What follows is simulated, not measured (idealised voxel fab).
This is a process module. Its name is voxel ribs on slabs.
It is cross-section cut that appears here, measuring 185 nm in width, its square cells being 5 nm in size.
A cross-section is a grid of square cells, given in bands from the top down. A band is one or more rows of cells. The band entry comprises the height of the band's top followed by the height of its bottom, expressed in nm, and subsequently the band's materials from left to right, each stated together with its width in nm. Where a single material is marked with the word "all across", that material fills the band from edge to edge. The word "air" represents empty space. Basically, 0 is our baseline, since under it the wafer straight out of the box is all one material. The bottom band has no lower end and keeps on going down, so it looks like "0 down". It should be noted that a width expressed as "30 to 40" varies in equal increments from row to row of cells within the band, taking the value of the first number at the top row and that of the second number at the bottom row. Step marked "stayed the same"? Then no cell in the cross-section changed in it. What "Sealed-off cavities" gives you is every empty space of 8 cells or more that is cut off from the top. Each appears as width x height at distance, with the distance taken from the left edge and width, height and distance all in nm. If you see something after the settings on a step's line, that's the simulator's own remark about that step. The "overlay nm" setting may appear on a step's line; for a step that uses a mask, it gives how far to the right of its planned position the mask lay, and a negative value indicates the left.

### The planned process steps are enumerated hereunder
step 1: op RECEIVE | material Si
step 2: op DIRECTIONAL_DEP | material SiO2 | thk nm 20
step 3: op DIRECTIONAL_DEP | material polySi | thk nm 15
step 4: op MASKED_ETCH | tone cover | mask id RIB | width nm 15 | etch materials polySi | depth nm 5 | overlay nm 0
step 5: op MASKED_ETCH | tone cover | mask id SLAB | width nm 55 | etch materials polySi | depth nm 10 | overlay nm 0
step 6: op FILL_DEP | material SiO2 | thk nm 20
step 7: op CMP | height nm 45
step 8: op DIRECTIONAL_DEP | material TiN | thk nm 5
step 9: op DIRECTIONAL_DEP | material aC | thk nm 10
step 10: op PATTERN | tone cover | mask id HEATER | material resist | width nm 25 | thk nm 30 | overlay nm 0
step 11: op DIRECTIONAL_ETCH | etch materials aC | depth nm 10
step 12: op STRIP | etch materials resist
step 13: op DIRECTIONAL_ETCH | etch materials TiN | depth nm 5
step 14: op STRIP | etch materials aC
step 15: op CONFORMAL_DEP | material SiN | thk nm 5

### Cross-section of the incoming wafer, state after step 1
	0 down  Si all across
	Sealed-off cavities: none

### Wafer cross-section at end of module: start and plan as shown above, one execution error
	55 to 50  75 of air, 35 of SiN, 75 of air
	50 to 45  80 of SiN, 25 of TiN, 80 of SiN
	45 to 0  SiO2 all across
	0 down  Si all across
	Sealed-off cavities: none
It is concluded that the wafer was processed incorrectly with respect to the plan, in that step 3 went in with a setting other than planned; the actual run was op DIRECTIONAL_DEP | material SiO2 | thk nm 15
